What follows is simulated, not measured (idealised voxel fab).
The name of this process module is voxel capacitor over wiring.
Section cut is 275 nm wide and gridded with 5 nm square cells.
When this document writes out a cross-section, it uses a grid of square cells and lists it as bands, beginning at the top and moving down, with a band standing for one or more rows of cells.
Heads up on the band format: heights come first, top then bottom, in nm. After that it's the materials left to right, each with its width in nm. A single material flagged "full width" fills the whole band edge to edge, and "empty" means there's empty space there.
Ref level 0: as-received wafer is one material below here. Bottom band extends down with no lower bound ("0 -> down").
With a width like "30 to 40", each row of cells in the band differs from the next by the same amount, the top row carrying the first number and the bottom row the second.
"nothing changed" -> step changed no cross-section cell.
Under "Closed-off voids" you'll find the enclosed gaps, the ones with no way out to the top, that are 8 cells or bigger; each reads width x height at distance, with distance counted from the left edge, everything in nm.
Past the settings on a step's line: simulator remark, on that step.
Each step line may optionally specify "overlay nm", which for a step with a mask gives the rightward distance between the mask's planned place and where it lay, a negative value indicating the leftward direction.
### Process steps - plan
step 1: op RECEIVE | material Si
step 2: op CONFORMAL_DEP | material SiO2 | thk nm 15
step 3: op CONFORMAL_DEP | material SiN | thk nm 5
step 4: op DIRECTIONAL_DEP | material SiO2 | thk nm 20
step 5: op MASKED_ETCH | tone open | mask id METAL_1 | width nm 20 | pitch nm 70 | etch materials SiO2 | depth nm 20 | overlay nm 0
step 6: op MASKED_ETCH | tone open | mask id METAL_1 | width nm 20 | pitch nm 70 | etch materials SiN | depth nm 5 | overlay nm 0
step 7: op CONFORMAL_DEP | material TiN | thk nm 5
step 8: op FILL_DEP | material W | thk nm 5
step 9: op CMP | height nm 40
step 10: op CONFORMAL_DEP | material SiCN | thk nm 5
step 11: op DIRECTIONAL_DEP | material lowk | thk nm 10
step 12: op PATTERN | tone open | mask id PLUG_1 | material resist | width nm 15 | thk nm 15 | overlay nm 0
step 13: op DIRECTIONAL_ETCH | etch materials lowk | depth nm 10
step 14: op DIRECTIONAL_ETCH | etch materials SiCN | depth nm 5
step 15: op STRIP | etch materials resist
step 16: op CONFORMAL_DEP | material TiN | thk nm 5
step 17: op FILL_DEP | material Cu | thk nm 10
step 18: op CMP | height nm 55
step 19: op DIRECTIONAL_DEP | material TiN | thk nm 10
step 20: op DIRECTIONAL_DEP | material SiN | thk nm 5
step 21: op DIRECTIONAL_DEP | material TiN | thk nm 10
step 22: op MASKED_ETCH | tone cover | mask id UPPER_PLATE | width nm 55 | etch materials TiN | depth nm 10 | overlay nm 0
step 23: op MASKED_ETCH | tone cover | mask id UPPER_PLATE | width nm 55 | etch materials SiN | depth nm 5 | overlay nm 0
step 24: op MASKED_ETCH | tone cover | mask id LOWER_PLATE | width nm 65 | etch materials TiN | depth nm 10 | overlay nm 0
step 25: op FILL_DEP | material SiO2 | thk nm 15
step 26: op CMP | height nm 90
step 27: op MASKED_ETCH | tone open | mask id PLUG_2 | width nm 15 | etch materials SiO2 | depth nm 10 | overlay nm 0
step 28: op CONFORMAL_DEP | material TiN | thk nm 5
step 29: op FILL_DEP | material W | thk nm 10
step 30: op CMP | height nm 90
step 31: op CONFORMAL_DEP | material SiN | thk nm 5
### Delivered wafer in cross-section: state after step 1
- 0 -> down: Si full width
- Closed-off voids: none
### Cross-sectional result after module completion. Note: starting condition and plan are unchanged from above; one processing mistake was made
- 95 -> 90: SiN full width
- 90 -> 85: SiO2 105  TiN 5  W 5  TiN 5  SiO2 155
- 85 -> 80: SiO2 105  TiN 15  SiO2 155
- 80 -> 70: SiO2 95  TiN 55  SiO2 125
- 70 -> 65: SiO2 95  SiN 55  SiO2 125
- 65 -> 55: SiO2 90  TiN 65  SiO2 120
- 55 -> 45: lowk 95  TiN 5  Cu 5  TiN 5  lowk 165
- 45 -> 40: SiCN 95  TiN 15  SiCN 165
- 40 -> 35: SiN 90  TiN 20  SiN 50  TiN 20  SiN 95
- 35 -> 0: SiO2 full width
- 0 -> down: Si full width
- Closed-off voids: none
Misprocessing identified: so 3 and 4 got swapped relative to the plan, each ran where the other was supposed to
